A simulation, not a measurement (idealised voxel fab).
Documented hereafter: the process module known as voxel double patterning.
This is section cut - it's 210 nm across, gridded in 5 nm square cells.
Heads up, the way a cross-section reads in here is a grid of square cells, handed over as bands from the top down, with every band being one or more rows of cells.
Band entry format. Leading values: height of top, height of bottom, nm. Remainder: materials in left-to-right order, each with its width in nm. Special words: "all across" on a single material, which then fills the band edge to edge; "air", empty space.
We count height from 0. Below that, the starting wafer is all one material. The lowest band never ends at the bottom but goes on down; see "0 -> down" for how that is written.
A two-number width, for instance "30->40", indicates that the width is equal to the first number in the top row of the band and to the second number in the bottom row, and that it changes by a constant amount per row of cells.
"nothing altered", as given for a step, is the statement that not any cell of the cross-section underwent a change during that step.
Entry "Unvented internal voids" = empty spaces >= 8 cells with no open way to the top; each as width x height at distance, distance from left edge, all nm.
Whatever follows a step's settings on its line is a remark the simulator itself makes about that step.
"overlay nm" on a masked step: distance the mask lay right of its planned place, negative for left.

PLAN
- 1: RECEIVE | material Si
- 2: CONFORMAL_DEP | material SiO2 | thk nm 10
- 3: DIRECTIONAL_DEP | material polySi | thk nm 10
- 4: DIRECTIONAL_DEP | material SiN | thk nm 5
- 5: PATTERN | tone open | mask id FIRST | material resist | width nm 15 | pitch nm 50 | thk nm 15 | overlay nm 0
- 6: DIRECTIONAL_ETCH | etch materials SiN | depth nm 5
- 7: STRIP | etch materials resist
- 8: DIRECTIONAL_DEP | material aC | thk nm 10
- 9: PATTERN | tone open | mask id SECOND | material resist | width nm 15 | pitch nm 50 | thk nm 25 | overlay nm 0
- 10: DIRECTIONAL_ETCH | etch materials aC | depth nm 10
- 11: STRIP | etch materials resist
- 12: DIRECTIONAL_ETCH | etch materials SiN | depth nm 5
- 13: STRIP | etch materials aC
- 14: DIRECTIONAL_ETCH | etch materials polySi | depth nm 10
- 15: STRIP | etch materials SiN

THE FIRST OF TWO WAFERS, RUN AS PLANNED

WAFER CROSS-SECTION ON RECEIPT, I.E. AFTER STEP 1
    0 -> down | Si all across
    Unvented internal voids: none

AFTER STEP 2, IN CROSS-SECTION
    10 -> 0 | SiO2 all across
    Under 0: no change, same as before.

AFTER STEP 3, IN CROSS-SECTION
    20 -> 10 | polySi all across
    Under 10: no change, same as before.

AFTER STEP 4, IN CROSS-SECTION
    25 -> 20 | SiN all across
    Under 20: no change, same as before.

AFTER STEP 5, IN CROSS-SECTION
    40 -> 25 | 45 of resist | 15 of air | 35 of resist | 15 of air | 35 of resist | 15 of air | 50 of resist
    Under 25: no change, same as before.

AFTER STEP 6, IN CROSS-SECTION
    40 -> 25 | 45 of resist | 15 of air | 35 of resist | 15 of air | 35 of resist | 15 of air | 50 of resist
    25 -> 20 | 45 of SiN | 15 of air | 35 of SiN | 15 of air | 35 of SiN | 15 of air | 50 of SiN
    Under 20: no change, same as before.

AFTER STEP 7, IN CROSS-SECTION
    25 -> 20 | 45 of SiN | 15 of air | 35 of SiN | 15 of air | 35 of SiN | 15 of air | 50 of SiN
    Under 20: no change, same as before.

AFTER STEP 8, IN CROSS-SECTION
    35 -> 30 | 45 of aC | 15 of air | 35 of aC | 15 of air | 35 of aC | 15 of air | 50 of aC
    30 -> 25 | aC all across
    25 -> 20 | 45 of SiN | 15 of aC | 35 of SiN | 15 of aC | 35 of SiN | 15 of aC | 50 of SiN
    Under 20: no change, same as before.

AFTER STEP 9, IN CROSS-SECTION
    60 -> 35 | 70 of resist | 15 of air | 35 of resist | 15 of air | 75 of resist
    35 -> 30 | 45 of aC | 15 of resist | 35 of aC | 15 of resist | 35 of aC | 15 of resist | 50 of aC
    Under 30: no change, same as before.

AFTER STEP 10, IN CROSS-SECTION
    50 -> 35 | 70 of resist | 15 of air | 35 of resist | 15 of air | 75 of resist
    35 -> 30 | 45 of aC | 15 of resist | 10 of aC | 15 of air | 10 of aC | 15 of resist | 10 of aC | 15 of air | 10 of aC | 15 of resist | 50 of aC
    30 -> 25 | 70 of aC | 15 of air | 35 of aC | 15 of air | 75 of aC
    Under 25: no change, same as before.

AFTER STEP 11, IN CROSS-SECTION
    35 -> 30 | 45 of aC | 15 of air | 10 of aC | 15 of air | 10 of aC | 15 of air | 10 of aC | 15 of air | 10 of aC | 15 of air | 50 of aC
    Under 30: no change, same as before.

AFTER STEP 12, IN CROSS-SECTION
    35 -> 30 | 45 of aC | 15 of air | 10 of aC | 15 of air | 10 of aC | 15 of air | 10 of aC | 15 of air | 10 of aC | 15 of air | 50 of aC
    30 -> 25 | 70 of aC | 15 of air | 35 of aC | 15 of air | 75 of aC
    25 -> 20 | 45 of SiN | 15 of aC | 10 of SiN | 15 of air | 10 of SiN | 15 of aC | 10 of SiN | 15 of air | 10 of SiN | 15 of aC | 50 of SiN
    Under 20: no change, same as before.

AFTER STEP 13, IN CROSS-SECTION
    25 -> 20 | 45 of SiN | 15 of air | 10 of SiN | 15 of air | 10 of SiN | 15 of air | 10 of SiN | 15 of air | 10 of SiN | 15 of air | 50 of SiN
    Under 20: no change, same as before.

AFTER STEP 14, IN CROSS-SECTION
    25 -> 20 | 45 of SiN | 15 of air | 10 of SiN | 15 of air | 10 of SiN | 15 of air | 10 of SiN | 15 of air | 10 of SiN | 15 of air | 50 of SiN
    20 -> 10 | 45 of polySi | 15 of air | 10 of polySi | 15 of air | 10 of polySi | 15 of air | 10 of polySi | 15 of air | 10 of polySi | 15 of air | 50 of polySi
    Under 10: no change, same as before.

AFTER STEP 15, IN CROSS-SECTION
    20 -> 10 | 45 of polySi | 15 of air | 10 of polySi | 15 of air | 10 of polySi | 15 of air | 10 of polySi | 15 of air | 10 of polySi | 15 of air | 50 of polySi
    Under 10: no change, same as before.

SECOND WAFER (IDENTICAL START AND PLAN, ONE PROCESSING ERROR; MATCHES FIRST WAFER THROUGH STEP 8)

CROSS-SECTION OF THE SECOND WAFER CORRESPONDING TO THE PLANNED CONCLUSION OF STEP 9
    60 -> 35 | 70 of air | 15 of resist | 35 of air | 15 of resist | 75 of air
    Under 35: no change, same as before.

CROSS-SECTION OF THE SECOND WAFER CORRESPONDING TO THE PLANNED CONCLUSION OF STEP 10
    50 -> 35 | 70 of air | 15 of resist | 35 of air | 15 of resist | 75 of air
    35 -> 25 | 70 of air | 15 of aC | 35 of air | 15 of aC | 75 of air
    25 -> 20 | 45 of SiN | 15 of air | 35 of SiN | 15 of air | 35 of SiN | 15 of air | 50 of SiN
    Under 20: no change, same as before.

CROSS-SECTION OF THE SECOND WAFER CORRESPONDING TO THE PLANNED CONCLUSION OF STEP 11
    35 -> 25 | 70 of air | 15 of aC | 35 of air | 15 of aC | 75 of air
    Under 25: no change, same as before.

CROSS-SECTION OF THE SECOND WAFER CORRESPONDING TO THE PLANNED CONCLUSION OF STEP 12
    35 -> 25 | 70 of air | 15 of aC | 35 of air | 15 of aC | 75 of air
    25 -> 20 | 70 of air | 15 of SiN | 35 of air | 15 of SiN | 75 of air
    Under 20: no change, same as before.

CROSS-SECTION OF THE SECOND WAFER CORRESPONDING TO THE PLANNED CONCLUSION OF STEP 13
    25 -> 20 | 70 of air | 15 of SiN | 35 of air | 15 of SiN | 75 of air
    Under 20: no change, same as before.

CROSS-SECTION OF THE SECOND WAFER CORRESPONDING TO THE PLANNED CONCLUSION OF STEP 14
    25 -> 20 | 70 of air | 15 of SiN | 35 of air | 15 of SiN | 75 of air
    20 -> 10 | 70 of air | 15 of polySi | 35 of air | 15 of polySi | 75 of air
    Under 10: no change, same as before.

CROSS-SECTION OF THE SECOND WAFER CORRESPONDING TO THE PLANNED CONCLUSION OF STEP 15
    20 -> 10 | 70 of air | 15 of polySi | 35 of air | 15 of polySi | 75 of air
    Under 10: no change, same as before.
Deviation noted in wafer processing: for step 9, the planned setting was not used; the step was instead run as PATTERN | tone cover | mask id SECOND | material resist | width nm 15 | pitch nm 50 | thk nm 25 | overlay nm 0
Final tally in cells, some materials are higher or lower on the second wafer than on the first: polySi: 42 fewer
